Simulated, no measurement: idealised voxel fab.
process module | voxel plated lines
cross-section cut | 240 nm wide | cells 5 nm
A cross-section is a grid of square cells, given in bands from the top down. A band is one or more rows of cells.
Each band's line starts with the height of the band's top and of its bottom, in nm. Then come its materials from left to right, each with its width in nm. One material with "throughout" fills the band from edge to edge. "air" is empty space.
Height 0 is the level under which the wafer as received is all one material. The lowest band goes on downwards, as in "0 down".
A width such as "30 to 40" changes by the same amount from each row of cells to the next, from the band's top row to its bottom row.
"no change" after a step means that no cell of the cross-section changed.
closed voids: empty space of 8 cells or more with no open way to the top, each as width x height at its distance from the left edge, in nm
after a step's settings: what the simulator itself notes on the step
overlay nm, on a step with a mask: how far to the right of its planned place the mask lay; to the left if negative
plan
1 op RECEIVE | material Si
2 op CONFORMAL_DEP | material SiO2 | thk nm 5
3 op DIRECTIONAL_DEP | material TiN | thk nm 5
4 op PATTERN | tone open | mask id LINES | material resist | width nm 20 | pitch nm 50 | thk nm 15 | overlay nm 0
5 op EPI | material Ru | thk nm 5
6 op STRIP | etch materials resist
7 op DIRECTIONAL_ETCH | etch materials TiN | depth nm 5
8 op CONFORMAL_DEP | material SiN | thk nm 5
first wafer, as planned
as received, after step 1
  0 down: Si throughout
  closed voids: none
after step 2
  5 to 0: SiO2 throughout
  below 0: unchanged
after step 3
  10 to 5: TiN throughout
  below 5: unchanged
after step 4
  25 to 10: resist 35 | air 20 | resist 30 | air 20 | resist 30 | air 20 | resist 30 | air 20 | resist 35
  below 10: unchanged
after step 5
  25 to 15: resist 35 | air 20 | resist 30 | air 20 | resist 30 | air 20 | resist 30 | air 20 | resist 35
  15 to 10: resist 35 | Ru 20 | resist 30 | Ru 20 | resist 30 | Ru 20 | resist 30 | Ru 20 | resist 35
  below 10: unchanged
after step 6
  15 to 10: air 35 | Ru 20 | air 30 | Ru 20 | air 30 | Ru 20 | air 30 | Ru 20 | air 35
  below 10: unchanged
after step 7
  15 to 10: air 35 | Ru 20 | air 30 | Ru 20 | air 30 | Ru 20 | air 30 | Ru 20 | air 35
  10 to 5: air 35 | TiN 20 | air 30 | TiN 20 | air 30 | TiN 20 | air 30 | TiN 20 | air 35
  below 5: unchanged
after step 8
  20 to 15: air 30 | SiN 30 | air 20 | SiN 30 | air 20 | SiN 30 | air 20 | SiN 30 | air 30
  15 to 10: air 30 | SiN 5 | Ru 20 | SiN 5 | air 20 | SiN 5 | Ru 20 | SiN 5 | air 20 | SiN 5 | Ru 20 | SiN 5 | air 20 | SiN 5 | Ru 20 | SiN 5 | air 30
  10 to 5: SiN 35 | TiN 20 | SiN 30 | TiN 20 | SiN 30 | TiN 20 | SiN 30 | TiN 20 | SiN 35
  below 5: unchanged
second wafer: like start, like plan, one mistake. Through step 3 it matches the first wafer
when step 4 should have ended
  25 to 10: air 35 | resist 20 | air 30 | resist 20 | air 30 | resist 20 | air 30 | resist 20 | air 35
  below 10: unchanged
when step 5 should have ended
  25 to 15: air 35 | resist 20 | air 30 | resist 20 | air 30 | resist 20 | air 30 | resist 20 | air 35
  15 to 10: Ru 35 | resist 20 | Ru 30 | resist 20 | Ru 30 | resist 20 | Ru 30 | resist 20 | Ru 35
  below 10: unchanged
when step 6 should have ended
  15 to 10: Ru 35 | air 20 | Ru 30 | air 20 | Ru 30 | air 20 | Ru 30 | air 20 | Ru 35
  below 10: unchanged
when step 7 should have ended
  15 to 10: Ru 35 | air 20 | Ru 30 | air 20 | Ru 30 | air 20 | Ru 30 | air 20 | Ru 35
  10 to 5: TiN 35 | air 20 | TiN 30 | air 20 | TiN 30 | air 20 | TiN 30 | air 20 | TiN 35
  below 5: unchanged
when step 8 should have ended
  20 to 15: SiN 40 | air 10 | SiN 40 | air 10 | SiN 40 | air 10 | SiN 40 | air 10 | SiN 40
  15 to 10: Ru 35 | SiN 5 | air 10 | SiN 5 | Ru 30 | SiN 5 | air 10 | SiN 5 | Ru 30 | SiN 5 | air 10 | SiN 5 | Ru 30 | SiN 5 | air 10 | SiN 5 | Ru 35
  10 to 5: TiN 35 | SiN 20 | TiN 30 | SiN 20 | TiN 30 | SiN 20 | TiN 30 | SiN 20 | TiN 35
  below 5: unchanged
what went wrong: step 4 ran as: op PATTERN | tone cover | mask id LINES | material resist | width nm 20 | pitch nm 50 | thk nm 15 | overlay nm 0
at the end the second wafer has, in cells: 16 more of Ru | 16 more of TiN
